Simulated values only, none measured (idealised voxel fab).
This is a process module. Its name is voxel self aligned vias.
Cross-section cut: width 275 nm, square cells of 5 nm.
Notation: cross-section as square-cell grid; stated in bands, top first, going down; one or more cell rows per band.
Band: top and bottom heights (nm) first, top before bottom; then materials from left to right, widths in nm. "all across" marks a sole material filling the band edge to edge. "air" denotes empty space.
All heights in this document are referenced to 0, defined as the level beneath which the wafer, as received, consists entirely of one material. The lowest band is not bounded below; it extends indefinitely downward and is written in the form "0 down".
You'd read "30->40" like this: the band's top row of cells is as wide as the first number, its bottom row is as wide as the second, and going down, every row changes width by the same amount as the row before did.
"remains unaltered" after a step means that no cell of the cross-section changed.
"Closed void roster" lists enclosed empty spaces (at least 8 cells, no open path upward to the top), each as width x height at distance from the left edge, in nm.
Read whatever lies past the settings on a step's line as the simulator's own remark about the step.
Regarding "overlay nm": on a step with a mask, it is the distance the mask lay to the right of its planned place; a negative value places it to the left.

The process steps that were planned are listed below
1: RECEIVE | material Si
2: CONFORMAL_DEP | material SiO2 | thk nm 15
3: CONFORMAL_DEP | material SiCN | thk nm 5
4: DIRECTIONAL_DEP | material SiO2 | thk nm 30
5: DIRECTIONAL_DEP | material aC | thk nm 15
6: PATTERN | tone open | mask id LINES | material resist | width nm 20 | pitch nm 65 | thk nm 35 | overlay nm 0
7: DIRECTIONAL_ETCH | etch materials aC | depth nm 15
8: STRIP | etch materials resist
9: DIRECTIONAL_ETCH | etch materials SiO2 | depth nm 30
10: STRIP | etch materials aC
11: CONFORMAL_DEP | material TiN | thk nm 5
12: FILL_DEP | material W | thk nm 5
13: CMP | height nm 50
14: SELECTIVE_ETCH | etch materials W Ru TiN | depth nm 5
15: FILL_DEP | material SiN | thk nm 10
16: CMP | height nm 50
17: DIRECTIONAL_DEP | material SiO2 | thk nm 15
18: DIRECTIONAL_DEP | material aC | thk nm 15
19: PATTERN | tone open | mask id VIAS | material resist | width nm 40 | pitch nm 130 | thk nm 35 | overlay nm 0
20: DIRECTIONAL_ETCH | etch materials aC | depth nm 15
21: STRIP | etch materials resist
22: DIRECTIONAL_ETCH | etch materials SiO2 | depth nm 15
23: DIRECTIONAL_ETCH | etch materials SiN | depth nm 5
24: STRIP | etch materials aC
25: CONFORMAL_DEP | material TiN | thk nm 5
26: FILL_DEP | material Cu | thk nm 5
27: CMP | height nm 65
28: CONFORMAL_DEP | material SiCN | thk nm 5

The cross-section here shows the wafer as received, i.e. in its state after step 1
> 0 down: Si all across
> Closed void roster: none

Cross-section, end of module. Start: as above. Plan: as above. Execution: one mistake
> 70 to 65: SiCN all across
> 65 to 55: SiO2=50, then TiN=5, then Cu=30, then TiN=5, then SiO2=90, then TiN=5, then Cu=30, then TiN=5, then SiO2=55
> 55 to 50: SiO2=50, then TiN=15, then Cu=10, then TiN=15, then SiO2=90, then TiN=15, then Cu=10, then TiN=15, then SiO2=55
> 50 to 45: SiO2=60, then TiN=20, then SiO2=45, then SiN=20, then SiO2=45, then TiN=20, then SiO2=65
> 45 to 25: SiO2=60, then TiN=5, then W=10, then TiN=5, then SiO2=45, then TiN=5, then W=10, then TiN=5, then SiO2=45, then TiN=5, then W=10, then TiN=5, then SiO2=65
> 25 to 20: SiO2=60, then TiN=20, then SiO2=45, then TiN=20, then SiO2=45, then TiN=20, then SiO2=65
> 20 to 5: SiO2 all across
> 5 to 0: SiCN all across
> 0 down: Si all across
> Closed void roster: none
What was done differently from what was planned? plan vs actual: 2 and 3 interchanged
